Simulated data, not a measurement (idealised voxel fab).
Presented below is a process module, voxel self aligned vias.
The width of the displayed cross-section, cut, is 220 nm; its cells are square, with a size of 5 nm.
Heads up, the way a cross-section reads in here is a grid of square cells, handed over as bands from the top down, with every band being one or more rows of cells. A band entry consists of two parts. The first gives the height of the band's top and the height of its bottom, in nm. The rest lists the band's materials from left to right, each with its width in nm. A single material labelled with the word "throughout" fills the band from edge to edge, and the word "blank" marks empty space. Note: height 0 marks the level under which the wafer is uniformly one material as received. Lowest band unbounded below, written "0 nm and below". Note: "30->40" means the width goes from the first number (top row of the band) to the second number (bottom row) in equal steps per row of cells. "same as before" means the step left every cell of the cross-section as it was. Listed in "Sealed-off cavities": every empty space of 8 or more cells without an open way to the top. Form: width x height at distance, the distance being from the left edge, all in nm. On a step's line, text after the settings is the simulator commenting on that step. A step's line can hold "overlay nm"; with a mask on that step, the setting says how far right of the planned place the mask lay, while a negative setting says it lay to the left.

## The following list gives the planned process steps
1) RECEIVE (material Si)
2) CONFORMAL_DEP (material SiO2; thk nm 10)
3) CONFORMAL_DEP (material SiCN; thk nm 5)
4) DIRECTIONAL_DEP (material SiO2; thk nm 20)
5) MASKED_ETCH (tone open; mask id LINES; width nm 20; pitch nm 60; etch materials SiO2; depth nm 20; overlay nm 0)
6) CONFORMAL_DEP (material TiN; thk nm 5)
7) FILL_DEP (material W; thk nm 5)
8) CMP (height nm 35)
9) SELECTIVE_ETCH (etch materials W Ru TiN; depth nm 10)
10) FILL_DEP (material SiN; thk nm 5)
11) CMP (height nm 35)
12) DIRECTIONAL_DEP (material SiO2; thk nm 15)
13) DIRECTIONAL_DEP (material aC; thk nm 15)
14) PATTERN (tone open; mask id VIAS; material resist; width nm 40; pitch nm 120; thk nm 30; overlay nm 0)
15) DIRECTIONAL_ETCH (etch materials aC; depth nm 15)
16) STRIP (etch materials resist)
17) DIRECTIONAL_ETCH (etch materials SiO2; depth nm 15)
18) DIRECTIONAL_ETCH (etch materials SiN; depth nm 10)
19) STRIP (etch materials aC)
20) CONFORMAL_DEP (material TiN; thk nm 5)
21) FILL_DEP (material W; thk nm 5)
22) CMP (height nm 50)
23) CONFORMAL_DEP (material SiCN; thk nm 5)

## Wafer cross-section on receipt, i.e. after step 1
    0 nm and below: Si throughout
    Sealed-off cavities: none

## Post-module cross-section: identical start and plan to those above, one misstep in execution
    55 nm to 50 nm: SiCN throughout
    50 nm to 40 nm: SiO2 30  TiN 5  W 30  TiN 5  SiO2 80  TiN 5  W 30  TiN 5  SiO2 30
    40 nm to 35 nm: SiO2 30  TiN 40  SiO2 80  TiN 40  SiO2 30
    35 nm to 30 nm: SiCN throughout
    30 nm to 0 nm: SiO2 throughout
    0 nm and below: Si throughout
    Sealed-off cavities: none
What was the processing mistake? contrary to the plan, steps 3 and 4 were processed in exchanged order
